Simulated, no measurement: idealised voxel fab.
process module | voxel transistor to metal
cross-section cut | 160 nm wide | cells 5 nm
A cross-section is a grid of square cells, given in bands from the top down. A band is one or more rows of cells.
Each band's line starts with the height of the band's top and of its bottom, in nm. Then come its materials from left to right, each with its width in nm. One material with "throughout" fills the band from edge to edge. "air" is empty space.
Height 0 is the level under which the wafer as received is all one material. The lowest band goes on downwards, as in "0 down".
A width such as "30 to 40" changes by the same amount from each row of cells to the next, from the band's top row to its bottom row.
"no change" after a step means that no cell of the cross-section changed.
closed voids: empty space of 8 cells or more with no open way to the top, each as width x height at its distance from the left edge, in nm
after a step's settings: what the simulator itself notes on the step
overlay nm, on a step with a mask: how far to the right of its planned place the mask lay; to the left if negative
plan
1 op RECEIVE | material Si
2 op OXIDIZE | depth nm 5
3 op CONFORMAL_DEP | material SiN | thk nm 10
4 op MASKED_ETCH | tone cover | mask id ACTIVE | width nm 110 | etch materials SiN | depth nm 10 | overlay nm 0
5 op MASKED_ETCH | tone cover | mask id ACTIVE | width nm 110 | etch materials SiO2 | depth nm 5 | overlay nm 0
6 op MASKED_ETCH | tone cover | mask id ACTIVE | width nm 100 | etch materials Si | depth nm 35 | overlay nm 0
7 op FILL_DEP | material SiO2 | thk nm 15
8 op CMP | height nm 10
9 op SELECTIVE_ETCH | etch materials SiO2 | depth nm 5
10 op STRIP | etch materials SiN
11 op SELECTIVE_ETCH | etch materials SiO2 | depth nm 5
12 op OXIDIZE | depth nm 5
13 op DIRECTIONAL_DEP | material polySi | thk nm 30
14 op DIRECTIONAL_DEP | material SiCN | thk nm 15
15 op DIRECTIONAL_DEP | material aC | thk nm 15
16 op PATTERN | tone cover | mask id GATE | material resist | width nm 20 | thk nm 30 | overlay nm 0
17 op DIRECTIONAL_ETCH | etch materials aC | depth nm 15
18 op STRIP | etch materials resist
19 op DIRECTIONAL_ETCH | etch materials SiCN | depth nm 25
20 op DIRECTIONAL_ETCH | etch materials polySi | depth nm 40
21 op STRIP | etch materials aC
22 op CONFORMAL_DEP | material SiO2 | thk nm 5
23 op DIRECTIONAL_ETCH | etch materials SiO2 | depth nm 5
24 op CONFORMAL_DEP | material SiN | thk nm 5
25 op DIRECTIONAL_ETCH | etch materials SiN | depth nm 5
26 op DIRECTIONAL_ETCH | etch materials SiO2 | depth nm 5
27 op DIRECTIONAL_ETCH | etch materials Si | depth nm 10
28 op EPI | material SiGe | thk nm 15
29 op FILL_DEP | material SiO2 | thk nm 5
30 op CMP | height nm 40
31 op DIRECTIONAL_DEP | material SiO2 | thk nm 10
32 op DIRECTIONAL_DEP | material aC | thk nm 10
33 op PATTERN | tone open | mask id CONTACT | material resist | width nm 20 | pitch nm 70 | thk nm 30 | overlay nm 0
34 op DIRECTIONAL_ETCH | etch materials aC | depth nm 10
35 op STRIP | etch materials resist
36 op DIRECTIONAL_ETCH | etch materials SiO2 | depth nm 45
37 op STRIP | etch materials aC
38 op CONFORMAL_DEP | material TiN | thk nm 5
39 op FILL_DEP | material W | thk nm 10
40 op CMP | height nm 50
41 op CONFORMAL_DEP | material SiCN | thk nm 5
42 op DIRECTIONAL_DEP | material lowk | thk nm 15
43 op DIRECTIONAL_DEP | material aC | thk nm 15
44 op PATTERN | tone open | mask id METAL_1 | material resist | width nm 20 | pitch nm 70 | thk nm 35 | overlay nm 0
45 op DIRECTIONAL_ETCH | etch materials aC | depth nm 15
46 op STRIP | etch materials resist
47 op DIRECTIONAL_ETCH | etch materials lowk | depth nm 15
48 op DIRECTIONAL_ETCH | etch materials SiCN | depth nm 5
49 op STRIP | etch materials aC
50 op CONFORMAL_DEP | material TiN | thk nm 5
51 op FILL_DEP | material Cu | thk nm 5
52 op CMP | height nm 70
53 op CONFORMAL_DEP | material SiCN | thk nm 5
54 op DIRECTIONAL_DEP | material SiO2 | thk nm 30
55 op MASKED_ETCH | tone open | mask id METAL_2 | width nm 20 | pitch nm 70 | etch materials SiO2 | depth nm 20 | overlay nm 0
56 op PATTERN | tone open | mask id METAL_2_HOLES | material resist | width nm 15 | pitch nm 70 | thk nm 15 | overlay nm 0
57 op DIRECTIONAL_ETCH | etch materials SiO2 | depth nm 10
58 op DIRECTIONAL_ETCH | etch materials SiCN | depth nm 5
59 op STRIP | etch materials resist
60 op CONFORMAL_DEP | material TiN | thk nm 5
61 op FILL_DEP | material Cu | thk nm 5
62 op CMP | height nm 105
63 op CONFORMAL_DEP | material SiN | thk nm 5
varied across the wafers: width nm of step 6. The plan shows the first wafer's value. All wafers start alike
first wafer as received, after step 1
  0 down: Si throughout
  closed voids: none
each wafer at the end: cells of each material gained (+) or lost (-) since it was received, then its closed voids
width nm 100 | +30 Cu | -148 Si | +62 SiCN | +62 SiGe | +52 SiN | +426 SiO2 | +92 TiN | +32 W | +72 lowk | +24 polySi | closed voids: none
width nm 105 | +30 Cu | -148 Si | +62 SiCN | +62 SiGe | +52 SiN | +426 SiO2 | +92 TiN | +32 W | +72 lowk | +24 polySi | closed voids: none
width nm 110 | +30 Cu | -148 Si | +62 SiCN | +62 SiGe | +52 SiN | +426 SiO2 | +92 TiN | +32 W | +72 lowk | +24 polySi | closed voids: none
width nm 115 | +30 Cu | -142 Si | +62 SiCN | +62 SiGe | +52 SiN | +420 SiO2 | +92 TiN | +32 W | +72 lowk | +24 polySi | closed voids: none
width nm 120 | +30 Cu | -136 Si | +62 SiCN | +62 SiGe | +52 SiN | +414 SiO2 | +92 TiN | +32 W | +72 lowk | +24 polySi | closed voids: none
width nm 125 | +30 Cu | -130 Si | +62 SiCN | +62 SiGe | +52 SiN | +408 SiO2 | +92 TiN | +32 W | +72 lowk | +24 polySi | closed voids: none
